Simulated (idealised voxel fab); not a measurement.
Name of the process module below: voxel plated lines
Each square cell in cross-section cut measures 5 nm, and the section as a whole is 180 nm wide.
Each cross-section below is a grid of square cells, stated as bands in top-down order, with one or more rows of cells making up each band. The entry gives the band's vertical extent as a top height and a bottom height in nm, then its horizontal make-up as materials from left to right, each with a width in nm. "air" stands for empty space; a single material marked "full width" fills the band edge to edge. Heights are measured from 0, the level below which the as-received wafer is all one material; the lowest band has no bottom and continues downward, written as in "0 down". The width entry "30 to 40" should be interpreted row by row: the top row of cells in the band takes the first number, the bottom row takes the second number, and the change between adjacent rows is uniform throughout. Where a step carries "nothing different", the cross-section came out of it unchanged, cell for cell. For the entry "Voids, sealed", the listed items are empty spaces with no open way to the top whose size is 8 cells or more; each item follows the pattern width x height at distance, where distance is from the left edge and all three are in nm. What comes after the settings on a step's line is commentary from the simulator itself on that step. If you see "overlay nm" on a step's line and that step has a mask, it's telling you how far right of where it was planned the mask ended up; a negative number means it went left instead.

The following list gives the planned process steps:
step 1: RECEIVE | material Si
step 2: CONFORMAL_DEP | material Al2O3 | thk nm 5
step 3: DIRECTIONAL_DEP | material TiN | thk nm 5
step 4: PATTERN | tone open | mask id LINES | material resist | width nm 15 | pitch nm 35 | thk nm 40 | overlay nm 0
step 5: EPI | material Ru | thk nm 10
step 6: EPI | material Ru | thk nm 5
step 7: EPI | material Ru | thk nm 5
step 8: STRIP | etch materials resist
step 9: DIRECTIONAL_ETCH | etch materials TiN | depth nm 5
step 10: CONFORMAL_DEP | material SiCN | thk nm 10

First wafer of two (run as planned):

As-received wafer cross-section (after step 1):
- 0 down | Si full width
- Voids, sealed: none

Take a look at the wafer's cross-section after step 2:
- 5 to 0 | Al2O3 full width
- Unchanged below 0.

Take a look at the wafer's cross-section after step 3:
- 10 to 5 | TiN full width
- Unchanged below 5.

Take a look at the wafer's cross-section after step 4:
- 50 to 10 | resist=65, air=15, resist=20, air=15, resist=65
- Unchanged below 10.

Take a look at the wafer's cross-section after step 5:
- 50 to 20 | resist=65, air=15, resist=20, air=15, resist=65
- 20 to 10 | resist=65, Ru=15, resist=20, Ru=15, resist=65
- Unchanged below 10.

Take a look at the wafer's cross-section after step 6:
- 50 to 25 | resist=65, air=15, resist=20, air=15, resist=65
- 25 to 10 | resist=65, Ru=15, resist=20, Ru=15, resist=65
- Unchanged below 10.

Take a look at the wafer's cross-section after step 7:
- 50 to 30 | resist=65, air=15, resist=20, air=15, resist=65
- 30 to 10 | resist=65, Ru=15, resist=20, Ru=15, resist=65
- Unchanged below 10.

Take a look at the wafer's cross-section after step 8:
- 30 to 10 | air=65, Ru=15, air=20, Ru=15, air=65
- Unchanged below 10.

Take a look at the wafer's cross-section after step 9:
- 30 to 10 | air=65, Ru=15, air=20, Ru=15, air=65
- 10 to 5 | air=65, TiN=15, air=20, TiN=15, air=65
- Unchanged below 5.

Take a look at the wafer's cross-section after step 10:
- 40 to 30 | air=55, SiCN=70, air=55
- 30 to 15 | air=55, SiCN=10, Ru=15, SiCN=20, Ru=15, SiCN=10, air=55
- 15 to 10 | SiCN=65, Ru=15, SiCN=20, Ru=15, SiCN=65
- 10 to 5 | SiCN=65, TiN=15, SiCN=20, TiN=15, SiCN=65
- Unchanged below 5.

The second wafer: identical to the first at the outset and in its planned sequence, differing only in that one mistake was made during processing; up to and including step 1, its path is the first wafer's path:

Cross-sectional representation of the second wafer at the time designated in the plan for the completion of step 2:
- 5 to 0 | SiCN full width
- Unchanged below 0.

Cross-sectional representation of the second wafer at the time designated in the plan for the completion of step 3:
- 10 to 5 | TiN full width
- Unchanged below 5.

Cross-sectional representation of the second wafer at the time designated in the plan for the completion of step 4:
- 50 to 10 | resist=65, air=15, resist=20, air=15, resist=65
- Unchanged below 10.

Cross-sectional representation of the second wafer at the time designated in the plan for the completion of step 5:
- 50 to 20 | resist=65, air=15, resist=20, air=15, resist=65
- 20 to 10 | resist=65, Ru=15, resist=20, Ru=15, resist=65
- Unchanged below 10.

Cross-sectional representation of the second wafer at the time designated in the plan for the completion of step 6:
- 50 to 25 | resist=65, air=15, resist=20, air=15, resist=65
- 25 to 10 | resist=65, Ru=15, resist=20, Ru=15, resist=65
- Unchanged below 10.

Cross-sectional representation of the second wafer at the time designated in the plan for the completion of step 7:
- 50 to 30 | resist=65, air=15, resist=20, air=15, resist=65
- 30 to 10 | resist=65, Ru=15, resist=20, Ru=15, resist=65
- Unchanged below 10.

Cross-sectional representation of the second wafer at the time designated in the plan for the completion of step 8:
- 30 to 10 | air=65, Ru=15, air=20, Ru=15, air=65
- Unchanged below 10.

Cross-sectional representation of the second wafer at the time designated in the plan for the completion of step 9:
- 30 to 10 | air=65, Ru=15, air=20, Ru=15, air=65
- 10 to 5 | air=65, TiN=15, air=20, TiN=15, air=65
- Unchanged below 5.

Cross-sectional representation of the second wafer at the time designated in the plan for the completion of step 10:
- 40 to 30 | air=55, SiCN=70, air=55
- 30 to 15 | air=55, SiCN=10, Ru=15, SiCN=20, Ru=15, SiCN=10, air=55
- 15 to 10 | SiCN=65, Ru=15, SiCN=20, Ru=15, SiCN=65
- 10 to 5 | SiCN=65, TiN=15, SiCN=20, TiN=15, SiCN=65
- Unchanged below 5.
Where did the run depart from the plan? for step 2, the planned setting was not used; the step was instead run as CONFORMAL_DEP | material SiCN | thk nm 5
Final cells, second wafer relative to first, materials higher or lower: Al2O3: 36 fewer, SiCN: 36 more
